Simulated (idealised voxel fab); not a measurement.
voxel lift off: a process module
Cross-sectional view cut (width: 150 nm; square cell size: 5 nm).
Reading order for cross-sections: top band down to bottom band. Underlying form: a grid of square cells. Band size: one or more rows of cells. It is stipulated that each band's entry specify, in nanometres, the height of the top of the band and then that of its bottom, followed by the materials of the band in left-to-right sequence, each together with its width in nanometres. A single material marked by the word "edge to edge" is understood to fill the band from edge to edge; the word "air" is understood to denote empty space. Height reference: 0 = level under which incoming wafer is all one material. Lowest band: no bottom, runs on downward, e.g. "0 nm and below". It should be noted that a width expressed as "30 to 40" varies in equal increments from row to row of cells within the band, taking the value of the first number at the top row and that of the second number at the bottom row. For the purposes of this document, the phrase "same as before" attached to a step denotes that no cell within the cross-section was modified by that step. Closed-off voids of 8+ cells (no open route to the top) go in "Cavities, sealed", written width x height at distance from the left edge, in nm. That trailing text on a step's line, after the settings, is the simulator's own remark on the step. When a step includes a mask, the "overlay nm" setting on its line states how far to the right of its planned place that mask lay, and negative values state how far to the left.

**Planned process steps**
1. RECEIVE: material Si
2. CONFORMAL_DEP: material Al2O3, thk nm 10
3. PATTERN: tone open, mask id LINES, material resist, width nm 15, pitch nm 35, thk nm 25, overlay nm 0
4. DIRECTIONAL_DEP: material Ru, thk nm 10
5. STRIP: etch materials resist
6. CONFORMAL_DEP: material SiCN, thk nm 10

**Shown in cross-section is the wafer as received, that is, as it stands after step 1**
  0 nm and below: Si edge to edge
  Cavities, sealed: none

**Cross-section, end of module. Start: as above. Plan: as above. Execution: one mistake**
  30 nm to 20 nm: 45 of air  70 of SiCN  35 of air
  20 nm to 10 nm: 55 of SiCN  15 of Ru  20 of SiCN  15 of Ru  45 of SiCN
  10 nm to 0 nm: Al2O3 edge to edge
  0 nm and below: Si edge to edge
  Cavities, sealed: none
Heads up, the wafer didn't run the way we planned it: heads up, step 3 didn't go per plan, it actually ran as PATTERN: tone open, mask id LINES, material resist, width nm 15, pitch nm 35, thk nm 25, overlay nm 5
